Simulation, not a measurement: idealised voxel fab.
process module | voxel self aligned vias
Square cell edge 5 nm, section width 295 nm, ID cut.
A cross-section in this document is a grid of square cells, and it is written down as bands, the top band listed before the ones below it; a band is made up of one or more rows of cells. Quick guide to a band line: top height, bottom height (nm) up front; then every material left to right with its width in nm. Only one material and it's marked "everywhere"? Then it fills the band edge to edge. And "air" just means empty space. The level at which height equals 0 is the one under which the wafer, as it arrives, is entirely one material. No lower edge exists for the bottom band, which continues downward and is notated as in "0..down". Read "30..40" as a graded width: first number on top, second number at the bottom, same change between each pair of neighbouring rows. Where a step carries "identical to before", the cross-section came out of it unchanged, cell for cell. Empty spaces counting at least 8 cells and having no open way to the top are listed in "closed voids". The notation width x height at distance is used for each, the distance being from the left edge and all three values in nm. Heads up: the bit after the settings on a step's line is the simulator's remark on that step. For masked steps, "overlay nm" on the step line gives how far right of plan the mask actually lay; a minus sign means it lay to the left.

Listed below are the process steps as planned:
1 RECEIVE: material Si
2 CONFORMAL_DEP: material SiO2, thk nm 10
3 CONFORMAL_DEP: material SiCN, thk nm 5
4 DIRECTIONAL_DEP: material lowk, thk nm 30
5 DIRECTIONAL_DEP: material aC, thk nm 10
6 PATTERN: tone open, mask id LINES, material resist, width nm 20, pitch nm 55, thk nm 25, overlay nm 0
7 DIRECTIONAL_ETCH: etch materials aC, depth nm 10
8 STRIP: etch materials resist
9 DIRECTIONAL_ETCH: etch materials lowk, depth nm 30
10 STRIP: etch materials aC
11 CONFORMAL_DEP: material TiN, thk nm 5
12 FILL_DEP: material Ru, thk nm 5
13 CMP: height nm 45
14 SELECTIVE_ETCH: etch materials W Ru TiN, depth nm 5
15 FILL_DEP: material SiN, thk nm 5
16 CMP: height nm 45
17 DIRECTIONAL_DEP: material lowk, thk nm 15
18 DIRECTIONAL_DEP: material aC, thk nm 15
19 PATTERN: tone open, mask id VIAS, material resist, width nm 30, thk nm 30, overlay nm 0
20 DIRECTIONAL_ETCH: etch materials aC, depth nm 15
21 STRIP: etch materials resist
22 DIRECTIONAL_ETCH: etch materials lowk, depth nm 15
23 DIRECTIONAL_ETCH: etch materials SiN, depth nm 5
24 STRIP: etch materials aC
25 CONFORMAL_DEP: material TiN, thk nm 5
26 FILL_DEP: material Cu, thk nm 5
27 CMP: height nm 60
28 CONFORMAL_DEP: material SiN, thk nm 5
varied across the wafers: thk nm of step 25. The plan shows the first wafer's value. All wafers start alike

Step 1 complete: as-received cross-section of the first of several wafers:
    0..down: Si everywhere
    closed voids: none

Last step of the module is step 28; after it, the first of several wafers in cross-section:
    65..60: SiN everywhere
    60..50: lowk 105 nm | TiN 5 nm | Cu 20 nm | TiN 5 nm | lowk 160 nm
    50..45: lowk 105 nm | TiN 10 nm | Cu 10 nm | TiN 10 nm | lowk 160 nm
    45..40: lowk 110 nm | TiN 20 nm | lowk 35 nm | SiN 20 nm | lowk 110 nm
    40..20: lowk 110 nm | TiN 5 nm | Ru 10 nm | TiN 5 nm | lowk 35 nm | TiN 5 nm | Ru 10 nm | TiN 5 nm | lowk 110 nm
    20..15: lowk 110 nm | TiN 20 nm | lowk 35 nm | TiN 20 nm | lowk 110 nm
    15..10: SiCN everywhere
    10..0: SiO2 everywhere
    0..down: Si everywhere
    closed voids: none

The module's end: a cross-section of the last wafer:
    65..60: SiN everywhere
    60..45: lowk 105 nm | TiN 30 nm | lowk 160 nm
    45..40: lowk 110 nm | TiN 20 nm | lowk 35 nm | SiN 20 nm | lowk 110 nm
    40..20: lowk 110 nm | TiN 5 nm | Ru 10 nm | TiN 5 nm | lowk 35 nm | TiN 5 nm | Ru 10 nm | TiN 5 nm | lowk 110 nm
    20..15: lowk 110 nm | TiN 20 nm | lowk 35 nm | TiN 20 nm | lowk 110 nm
    15..10: SiCN everywhere
    10..0: SiO2 everywhere
    0..down: Si everywhere
    closed voids: none

Tabulated below, wafer by wafer, are the end-of-module results: for each material, the number of cells gained (+) or lost (-) relative to the as-received state, followed by the closed voids:
thk nm 5; +10 Cu; +16 Ru; +59 SiCN; +63 SiN; +118 SiO2; +36 TiN; +465 lowk; closed voids: none
thk nm 10; +2 Cu; +16 Ru; +59 SiCN; +63 SiN; +118 SiO2; +44 TiN; +465 lowk; closed voids: none
thk nm 15; +16 Ru; +59 SiCN; +63 SiN; +118 SiO2; +46 TiN; +465 lowk; closed voids: none
thk nm 20; +16 Ru; +59 SiCN; +63 SiN; +118 SiO2; +46 TiN; +465 lowk; closed voids: none
